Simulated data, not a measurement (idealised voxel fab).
Documented hereafter: the process module known as voxel plated lines.
The figure presents cross-section cut, which has a width of 215 nm and is divided into square cells with an edge length of 5 nm.
How to read a cross-section here: the picture is a grid of square cells, written as bands going from the top down, and any band can span one or more rows of cells. The entry gives the band's vertical extent as a top height and a bottom height in nm, then its horizontal make-up as materials from left to right, each with a width in nm. "empty" stands for empty space; a single material marked "throughout" fills the band edge to edge. Heads up on the height convention: 0 is the point under which the incoming wafer is all one material, and the lowest band has no bottom, it just keeps going down, like "top 0, no bottom". Graded width ("30->40"): value in top row of band = first number; value in bottom row = second number; row-to-row change constant. Step marked "identical to before"? Then no cell in the cross-section changed in it. The entry titled "Enclosed cavity list" provides the empty spaces that have no open way to the top, restricted to those of 8 cells or more. Each is presented as width x height at distance, the distance being measured from the left edge, with all three in nm. It should be noted that, on the line of a given step, the content following the step's settings is a remark produced by the simulator itself with respect to that step. The optional step-line setting "overlay nm" applies to steps with a mask and quantifies how far to the right of its planned location the mask lay, a negative value indicating leftward placement.

**plan**
1: RECEIVE with material Si
2: CONFORMAL_DEP with material Al2O3, thk nm 5
3: DIRECTIONAL_DEP with material TiN, thk nm 5
4: PATTERN with tone open, mask id LINES, material resist, width nm 25, pitch nm 50, thk nm 30, overlay nm 0
5: EPI with material Ru, thk nm 5
6: EPI with material Ru, thk nm 5
7: STRIP with etch materials resist
8: DIRECTIONAL_ETCH with etch materials TiN, depth nm 5
9: CONFORMAL_DEP with material SiO2, thk nm 10

**What follows covers the first of two wafers; it ran as planned**

**Cross-section of the wafer as it came to us, i.e., already through step 1**
  top 0, no bottom  Si throughout
  Enclosed cavity list: none

**Cross-section of the wafer subsequent to step 2**
  top 5, bottom 0  Al2O3 throughout
  For the remainder of the cross-section, below 0, there is no change.

**Cross-section of the wafer subsequent to step 3**
  top 10, bottom 5  TiN throughout
  For the remainder of the cross-section, below 5, there is no change.

**Cross-section of the wafer subsequent to step 4**
  top 40, bottom 10  resist: 70; empty: 25; resist: 25; empty: 25; resist: 70
  For the remainder of the cross-section, below 10, there is no change.

**Cross-section of the wafer subsequent to step 5**
  top 40, bottom 15  resist: 70; empty: 25; resist: 25; empty: 25; resist: 70
  top 15, bottom 10  resist: 70; Ru: 25; resist: 25; Ru: 25; resist: 70
  For the remainder of the cross-section, below 10, there is no change.

**Cross-section of the wafer subsequent to step 6**
  top 40, bottom 20  resist: 70; empty: 25; resist: 25; empty: 25; resist: 70
  top 20, bottom 10  resist: 70; Ru: 25; resist: 25; Ru: 25; resist: 70
  For the remainder of the cross-section, below 10, there is no change.

**Cross-section of the wafer subsequent to step 7**
  top 20, bottom 10  empty: 70; Ru: 25; empty: 25; Ru: 25; empty: 70
  For the remainder of the cross-section, below 10, there is no change.

**Cross-section of the wafer subsequent to step 8**
  top 20, bottom 10  empty: 70; Ru: 25; empty: 25; Ru: 25; empty: 70
  top 10, bottom 5  empty: 70; TiN: 25; empty: 25; TiN: 25; empty: 70
  For the remainder of the cross-section, below 5, there is no change.

**Cross-section of the wafer subsequent to step 9**
  top 30, bottom 20  empty: 60; SiO2: 45; empty: 5; SiO2: 45; empty: 60
  top 20, bottom 15  empty: 60; SiO2: 10; Ru: 25; SiO2: 10; empty: 5; SiO2: 10; Ru: 25; SiO2: 10; empty: 60
  top 15, bottom 10  SiO2: 70; Ru: 25; SiO2: 25; Ru: 25; SiO2: 70
  top 10, bottom 5  SiO2: 70; TiN: 25; SiO2: 25; TiN: 25; SiO2: 70
  For the remainder of the cross-section, below 5, there is no change.

**The second wafer began exactly as the first did and followed the same plan, but one mistake was made while running it; through step 1 inclusive, the two wafers are identical**

The second wafer in cross-section, at the planned close of step 2: identical to before

**The second wafer in cross-section, at the planned close of step 3**
  top 5, bottom 0  TiN throughout
  For the remainder of the cross-section, below 0, there is no change.

**The second wafer in cross-section, at the planned close of step 4**
  top 35, bottom 5  resist: 70; empty: 25; resist: 25; empty: 25; resist: 70
  For the remainder of the cross-section, below 5, there is no change.

**The second wafer in cross-section, at the planned close of step 5**
  top 35, bottom 10  resist: 70; empty: 25; resist: 25; empty: 25; resist: 70
  top 10, bottom 5  resist: 70; Ru: 25; resist: 25; Ru: 25; resist: 70
  For the remainder of the cross-section, below 5, there is no change.

**The second wafer in cross-section, at the planned close of step 6**
  top 35, bottom 15  resist: 70; empty: 25; resist: 25; empty: 25; resist: 70
  top 15, bottom 5  resist: 70; Ru: 25; resist: 25; Ru: 25; resist: 70
  For the remainder of the cross-section, below 5, there is no change.

**The second wafer in cross-section, at the planned close of step 7**
  top 15, bottom 5  empty: 70; Ru: 25; empty: 25; Ru: 25; empty: 70
  For the remainder of the cross-section, below 5, there is no change.

**The second wafer in cross-section, at the planned close of step 8**
  top 15, bottom 5  empty: 70; Ru: 25; empty: 25; Ru: 25; empty: 70
  top 5, bottom 0  empty: 70; TiN: 25; empty: 25; TiN: 25; empty: 70
  For the remainder of the cross-section, below 0, there is no change.

**The second wafer in cross-section, at the planned close of step 9**
  top 25, bottom 15  empty: 60; SiO2: 45; empty: 5; SiO2: 45; empty: 60
  top 15, bottom 10  empty: 60; SiO2: 10; Ru: 25; SiO2: 10; empty: 5; SiO2: 10; Ru: 25; SiO2: 10; empty: 60
  top 10, bottom 5  SiO2: 70; Ru: 25; SiO2: 25; Ru: 25; SiO2: 70
  top 5, bottom 0  SiO2: 70; TiN: 25; SiO2: 25; TiN: 25; SiO2: 70
  For the remainder of the cross-section, below 0, there is no change.
What broke from the plan during processing? plan step 2 was not performed, having been skipped
Final comparison by cell count, materials where the second wafer has more or fewer than the first: 43 fewer of Al2O3
